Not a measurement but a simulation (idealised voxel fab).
process module | voxel double patterning
cross-section cut | 245 nm wide | cells 5 nm
A cross-section is a grid of square cells, given in bands from the top down. A band is one or more rows of cells.
Each band's line starts with the height of the band's top and of its bottom, in nm. Then come its materials from left to right, each with its width in nm. One material with "throughout" fills the band from edge to edge. "air" is empty space.
Height 0 is the level under which the wafer as received is all one material. The lowest band goes on downwards, as in "0 down".
A width such as "30 to 40" changes by the same amount from each row of cells to the next, from the band's top row to its bottom row.
"no change" after a step means that no cell of the cross-section changed.
closed voids: empty space of 8 cells or more with no open way to the top, each as width x height at its distance from the left edge, in nm
after a step's settings: what the simulator itself notes on the step
overlay nm, on a step with a mask: how far to the right of its planned place the mask lay; to the left if negative
plan
1 op RECEIVE | material Si
2 op CONFORMAL_DEP | material SiO2 | thk nm 10
3 op DIRECTIONAL_DEP | material W | thk nm 15
4 op DIRECTIONAL_DEP | material SiN | thk nm 5
5 op PATTERN | tone open | mask id FIRST | material resist | width nm 15 | pitch nm 50 | thk nm 20 | overlay nm 0
6 op DIRECTIONAL_ETCH | etch materials SiN | depth nm 5
7 op STRIP | etch materials resist
8 op MASKED_ETCH | tone open | mask id SECOND | width nm 15 | etch materials SiN | depth nm 5 | overlay nm 0
9 op DIRECTIONAL_ETCH | etch materials W | depth nm 15
10 op STRIP | etch materials SiN
as received, after step 1
  0 down: Si throughout
  closed voids: none
a wafer at the end: this start, this plan, one mistake
  40 to 25: W 90 | air 15 | W 10 | air 15 | W 10 | air 15 | W 90
  25 to 10: W throughout
  10 to 0: SiO2 throughout
  0 down: Si throughout
  closed voids: none
what went wrong: step 3 was run twice
